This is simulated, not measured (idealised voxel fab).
Presented below is a process module, voxel lift off.
The cross-section shown here is cut; it is 185 nm wide and divided into square cells measuring 5 nm on a side.
How to read a cross-section here: the picture is a grid of square cells, written as bands going from the top down, and any band can span one or more rows of cells. Within each band entry, the heights of the top and of the bottom of the band appear first, in that order and in nm; the materials of the band then follow from left to right, each with its corresponding width in nm. The designation "all across" on a single material indicates that it fills the band from edge to edge; the designation "empty" indicates empty space. Heights are measured from 0, the level below which the as-received wafer is all one material; the lowest band has no bottom and continues downward, written as in "0 and below". Width "30->40": first value at the band's top row of cells, second value at its bottom row, equal change from row to row. "nothing altered" after a step means that no cell of the cross-section changed. In "Sealed void list" the enclosed voids are listed, meaning empty spaces of 8 cells or larger without any opening to the top. The form is width x height at distance, distance from the left edge, units nm. Whatever follows a step's settings on its line is a remark the simulator itself makes about that step. The setting "overlay nm" may be written on the line of a step. When the step uses a mask, the value reports how far to the right of the planned place the mask lay, and a negative value reports that it lay to the left.

### Process steps - plan
1,RECEIVE, material Si
2,CONFORMAL_DEP, material SiN, thk nm 10
3,PATTERN, tone open, mask id LINES, material resist, width nm 20, pitch nm 40, thk nm 20, overlay nm 0
4,DIRECTIONAL_DEP, material Ru, thk nm 5
5,STRIP, etch materials resist
6,CONFORMAL_DEP, material SiN, thk nm 10

### first wafer, as planned

### Cross-section of the wafer as it came to us, i.e., already through step 1
> 0 and below | Si all across
> Sealed void list: none

### Presented here is a cross-section of the wafer after step 2 has been performed
> 10 down to 0 | SiN all across
> Under the height 0 nothing was changed.

### Presented here is a cross-section of the wafer after step 3 has been performed
> 30 down to 10 | resist=60  empty=20  resist=20  empty=20  resist=65
> Under the height 10 nothing was changed.

### Presented here is a cross-section of the wafer after step 4 has been performed
> 35 down to 30 | Ru=60  empty=20  Ru=20  empty=20  Ru=65
> 30 down to 15 | resist=60  empty=20  resist=20  empty=20  resist=65
> 15 down to 10 | resist=60  Ru=20  resist=20  Ru=20  resist=65
> Under the height 10 nothing was changed.

### Presented here is a cross-section of the wafer after step 5 has been performed
> 15 down to 10 | empty=60  Ru=20  empty=20  Ru=20  empty=65
> Under the height 10 nothing was changed.

### Presented here is a cross-section of the wafer after step 6 has been performed
> 25 down to 20 | empty=50  SiN=80  empty=55
> 20 down to 15 | SiN all across
> 15 down to 10 | SiN=60  Ru=20  SiN=20  Ru=20  SiN=65
> Under the height 10 nothing was changed.

### For the second wafer, take the first wafer's start and plan, then add one mistake made in running it; everything through step 2, that step included, is shared with the first

### Look at the second wafer in cross-section at the time step 3 ought to have finished
> 30 down to 10 | resist=50  empty=20  resist=20  empty=20  resist=75
> Under the height 10 nothing was changed.

### Look at the second wafer in cross-section at the time step 4 ought to have finished
> 35 down to 30 | Ru=50  empty=20  Ru=20  empty=20  Ru=75
> 30 down to 15 | resist=50  empty=20  resist=20  empty=20  resist=75
> 15 down to 10 | resist=50  Ru=20  resist=20  Ru=20  resist=75
> Under the height 10 nothing was changed.

### Look at the second wafer in cross-section at the time step 5 ought to have finished
> 15 down to 10 | empty=50  Ru=20  empty=20  Ru=20  empty=75
> Under the height 10 nothing was changed.

### Look at the second wafer in cross-section at the time step 6 ought to have finished
> 25 down to 20 | empty=40  SiN=80  empty=65
> 20 down to 15 | SiN all across
> 15 down to 10 | SiN=50  Ru=20  SiN=20  Ru=20  SiN=75
> Under the height 10 nothing was changed.
Finding, execution versus plan: in deviation from the planned setting, step 3 was conducted as PATTERN, tone open, mask id LINES, material resist, width nm 20, pitch nm 40, thk nm 20, overlay nm -10
Comparing end states, the material composition by cell count is preserved from the first wafer to the second, while the locations of the cells are not.
